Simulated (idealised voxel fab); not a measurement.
Process module, titled voxel plated lines
Section cut is 245 nm wide and gridded with 5 nm square cells.
Think of the cross-section as a grid of square cells. We describe it in bands, top to bottom, and each band covers one or more rows of those cells. Band: top height; bottom height; in nm. Then, left to right: material with width in nm, for each material. "throughout": a single material spanning edge to edge. "blank": empty space. Note: height 0 marks the level under which the wafer is uniformly one material as received. Lowest band unbounded below, written "z 0 and below". Per-row width for "30..40": begins at first number (top row of band), ends at second number (bottom row), increment between rows held constant. When a step is marked "no alterations made", none of the cells in the cross-section changed during that step. Under "Voids, fully enclosed" you'll find the enclosed gaps, the ones with no way out to the top, that are 8 cells or bigger; each reads width x height at distance, with distance counted from the left edge, everything in nm. Where a step's line continues beyond its settings, the continuation is a remark by the simulator itself on that step. If you see "overlay nm" on a step's line and that step has a mask, it's telling you how far right of where it was planned the mask ended up; a negative number means it went left instead.

# So here's the lineup of process steps we planned
1: RECEIVE (material Si)
2: CONFORMAL_DEP (material SiO2; thk nm 10)
3: DIRECTIONAL_DEP (material TiN; thk nm 5)
4: PATTERN (tone open; mask id LINES; material resist; width nm 15; pitch nm 35; thk nm 25; overlay nm 0)
5: EPI (material Ru; thk nm 5)
6: EPI (material Ru; thk nm 10)
7: STRIP (etch materials resist)
8: DIRECTIONAL_ETCH (etch materials TiN; depth nm 5)
9: CONFORMAL_DEP (material SiCN; thk nm 5)

# Step 1 complete: cross-section of the wafer as received
	z 0 and below = Si throughout
	Voids, fully enclosed: none

# Wafer cross-section at end of module: start and plan as shown above, one execution error
	z 45 to 40 = blank 90 nm, SiCN 25 nm, blank 10 nm, SiCN 25 nm, blank 95 nm
	z 40 to 15 = blank 90 nm, SiCN 5 nm, Ru 15 nm, SiCN 5 nm, blank 10 nm, SiCN 5 nm, Ru 15 nm, SiCN 5 nm, blank 95 nm
	z 15 to 10 = SiCN 95 nm, TiN 15 nm, SiCN 20 nm, TiN 15 nm, SiCN 100 nm
	z 10 to 0 = SiO2 throughout
	z 0 and below = Si throughout
	Voids, fully enclosed: none
Want to know what went wrong? twice, step 6 of the plan was run
